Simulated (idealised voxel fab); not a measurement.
process module | voxel wiring stack
cross-section cut | 285 nm wide | cells 5 nm
A cross-section is a grid of square cells, given in bands from the top down. A band is one or more rows of cells.
Each band's line starts with the height of the band's top and of its bottom, in nm. Then come its materials from left to right, each with its width in nm. One material with "throughout" fills the band from edge to edge. "air" is empty space.
Height 0 is the level under which the wafer as received is all one material. The lowest band goes on downwards, as in "0 down".
A width such as "30 to 40" changes by the same amount from each row of cells to the next, from the band's top row to its bottom row.
"no change" after a step means that no cell of the cross-section changed.
closed voids: empty space of 8 cells or more with no open way to the top, each as width x height at its distance from the left edge, in nm
after a step's settings: what the simulator itself notes on the step
overlay nm, on a step with a mask: how far to the right of its planned place the mask lay; to the left if negative
plan
1 op RECEIVE | material Si
2 op CONFORMAL_DEP | material SiO2 | thk nm 15
3 op DIRECTIONAL_DEP | material TiN | thk nm 5
4 op DIRECTIONAL_DEP | material Ru | thk nm 15
5 op PATTERN | tone cover | mask id METAL_1 | material resist | width nm 25 | pitch nm 40 | thk nm 20 | overlay nm 0
6 op DIRECTIONAL_ETCH | etch materials Ru | depth nm 15
7 op DIRECTIONAL_ETCH | etch materials TiN | depth nm 5
8 op STRIP | etch materials resist
9 op CONFORMAL_DEP | material SiCN | thk nm 5
10 op FILL_DEP | material SiO2 | thk nm 10
11 op CMP | height nm 35
12 op CONFORMAL_DEP | material SiCN | thk nm 5
13 op DIRECTIONAL_DEP | material SiO2 | thk nm 25
14 op PATTERN | tone open | mask id METAL_2_HOLES | material resist | width nm 15 | pitch nm 40 | thk nm 20 | overlay nm 0
15 op DIRECTIONAL_ETCH | etch materials SiO2 | depth nm 25
16 op STRIP | etch materials resist
17 op DIRECTIONAL_DEP | material aC | thk nm 10
18 op PATTERN | tone open | mask id METAL_2 | material resist | width nm 25 | pitch nm 40 | thk nm 25 | overlay nm 0
19 op DIRECTIONAL_ETCH | etch materials aC | depth nm 10
20 op STRIP | etch materials resist
21 op DIRECTIONAL_ETCH | etch materials SiO2 | depth nm 15
22 op DIRECTIONAL_ETCH | etch materials SiCN | depth nm 5
23 op STRIP | etch materials aC
24 op CONFORMAL_DEP | material TiN | thk nm 5
25 op FILL_DEP | material Ru | thk nm 10
26 op CMP | height nm 65
27 op CONFORMAL_DEP | material SiN | thk nm 5
as received, after step 1
  0 down: Si throughout
  closed voids: none
a wafer at the end: this start, this plan, one mistake
  70 to 65: SiN throughout
  65 to 55: SiO2 90 | TiN 5 | Ru 25 | TiN 5 | SiO2 5 | TiN 5 | Ru 25 | TiN 5 | SiO2 5 | TiN 5 | Ru 25 | TiN 5 | SiO2 80
  55 to 45: SiO2 90 | TiN 5 | Ru 5 | TiN 25 to 5 | SiO2 5 to 25 | TiN 5 | Ru 5 | TiN 25 to 5 | SiO2 5 to 25 | TiN 5 | Ru 5 | TiN 25 to 5 | SiO2 80 to 100
  45 to 40: SiO2 90 | TiN 15 | SiO2 25 | TiN 15 | SiO2 25 | TiN 15 | SiO2 100
  40 to 35: SiCN 100 | TiN 5 | SiCN 35 | TiN 5 | SiCN 35 | TiN 5 | SiCN 100
  35 to 20: SiO2 85 | SiCN 5 | Ru 25 | SiCN 5 | SiO2 5 | SiCN 5 | Ru 25 | SiCN 5 | SiO2 5 | SiCN 5 | Ru 25 | SiCN 5 | SiO2 85
  20 to 15: SiCN 90 | TiN 25 | SiCN 15 | TiN 25 | SiCN 15 | TiN 25 | SiCN 90
  15 to 0: SiO2 throughout
  0 down: Si throughout
  closed voids: none
what went wrong: step 18 ran as: op PATTERN | tone open | mask id METAL_2 | material resist | width nm 25 | pitch nm 40 | thk nm 25 | overlay nm 10
